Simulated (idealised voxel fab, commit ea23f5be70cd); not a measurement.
process module | voxel spacer lines
cross-section cut | 195 nm wide | cells 5 nm
A cross-section is a grid of square cells, given in bands from the top down. A band is one or more rows of cells.
Each band's line starts with the height of the band's top and of its bottom, in nm. Then come its materials from left to right, each with its width in nm. One material with "throughout" fills the band from edge to edge. "air" is empty space.
Height 0 is the level under which the wafer as received is all one material. The lowest band goes on downwards, as in "0 down".
A width such as "30 to 40" changes by the same amount from each row of cells to the next, from the band's top row to its bottom row.
"no change" after a step means that no cell of the cross-section changed.
closed voids: empty space of 8 cells or more with no open way to the top, each as width x height at its distance from the left edge, in nm
after a step's settings: what the simulator itself notes on the step
overlay nm, on a step with a mask: how far to the right of its planned place the mask lay; to the left if negative
plan
1 op RECEIVE | material Si
2 op CONFORMAL_DEP | material SiO2 | thk nm 10
3 op DIRECTIONAL_DEP | material TiN | thk nm 15
4 op DIRECTIONAL_DEP | material aC | thk nm 30
5 op PATTERN | tone cover | mask id MANDREL | material resist | width nm 20 | pitch nm 70 | thk nm 35 | overlay nm 0
6 op DIRECTIONAL_ETCH | etch materials aC | depth nm 30
7 op STRIP | etch materials resist
8 op CONFORMAL_DEP | material SiN | thk nm 15
9 op DIRECTIONAL_ETCH | etch materials SiN | depth nm 15
10 op STRIP | etch materials aC
11 op DIRECTIONAL_ETCH | etch materials TiN | depth nm 15
12 op STRIP | etch materials SiN
as received, after step 1
  0 down: Si throughout
  closed voids: none
a wafer at the end: this start, this plan, one mistake
  40 to 25: TiN 15 | air 20 | TiN 15 | air 20 | TiN 15 | air 20 | TiN 15 | air 20 | TiN 15 | air 20 | TiN 15 | air 5
  25 to 10: TiN throughout
  10 to 0: SiO2 throughout
  0 down: Si throughout
  closed voids: none
what went wrong: step 3 was run twice
